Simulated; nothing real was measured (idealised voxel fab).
Process module name: voxel local oxidation
The width of the displayed cross-section, cut, is 170 nm; its cells are square, with a size of 5 nm.
Bands, listed from the top down, are how a cross-section gets written in this document; the cross-section itself is a grid of square cells, and a band is one or more rows of them. Per band: top height and bottom height in nm, followed by the left-to-right materials and their widths in nm; "edge to edge" marks a single material spanning edge to edge, "empty" marks empty space. Heights are reckoned from 0. Under this level, the received wafer is all of one material. The bottommost band is open-ended downward, for example "from 0 down". Quick explanation for "30->40": the width changes in equal steps down the rows of cells, from the first number in the band's top row to the second number in its bottom row. What does "everything unchanged" mean for a step? It means no cell of the cross-section changed in that step. The list in "closed voids" covers empty spaces of 8 cells or more that cannot reach the top through any open way, and it gives each as width x height at distance; the distance is from the left edge, and width, height and distance are in nm. On each step's line, the part that comes after the settings is the simulator's own comment on the step. What "overlay nm" on a step's line means: if the step has a mask, that mask lay this far to the right of its planned place, or, when the value is negative, to the left.

The following list gives the planned process steps:
1: RECEIVE,material Si
2: CONFORMAL_DEP,material SiO2,thk nm 5
3: CONFORMAL_DEP,material SiN,thk nm 10
4: PATTERN,tone cover,mask id ACTIVE,material resist,width nm 95,thk nm 15,overlay nm 0
5: DIRECTIONAL_ETCH,etch materials SiN,depth nm 10
6: STRIP,etch materials resist
7: SELECTIVE_ETCH,etch materials SiO2,depth nm 5
8: OXIDIZE,depth nm 15
9: STRIP,etch materials SiN

Received-state cross-section, reflecting completion of step 1:
> from 0 down = Si edge to edge
> closed voids: none

One mistake in running the module, otherwise start and plan as above: cross-section at the end:
> from 5 to 0 = empty (30) / SiO2 (85) / empty (55)
> from 0 to -15 = SiO2 (45) / Si (55) / SiO2 (70)
> from -15 down = Si edge to edge
> closed voids: none
Nonconformance to the process plan: step 4 ran as: PATTERN,tone cover,mask id ACTIVE,material resist,width nm 95,thk nm 15,overlay nm -10
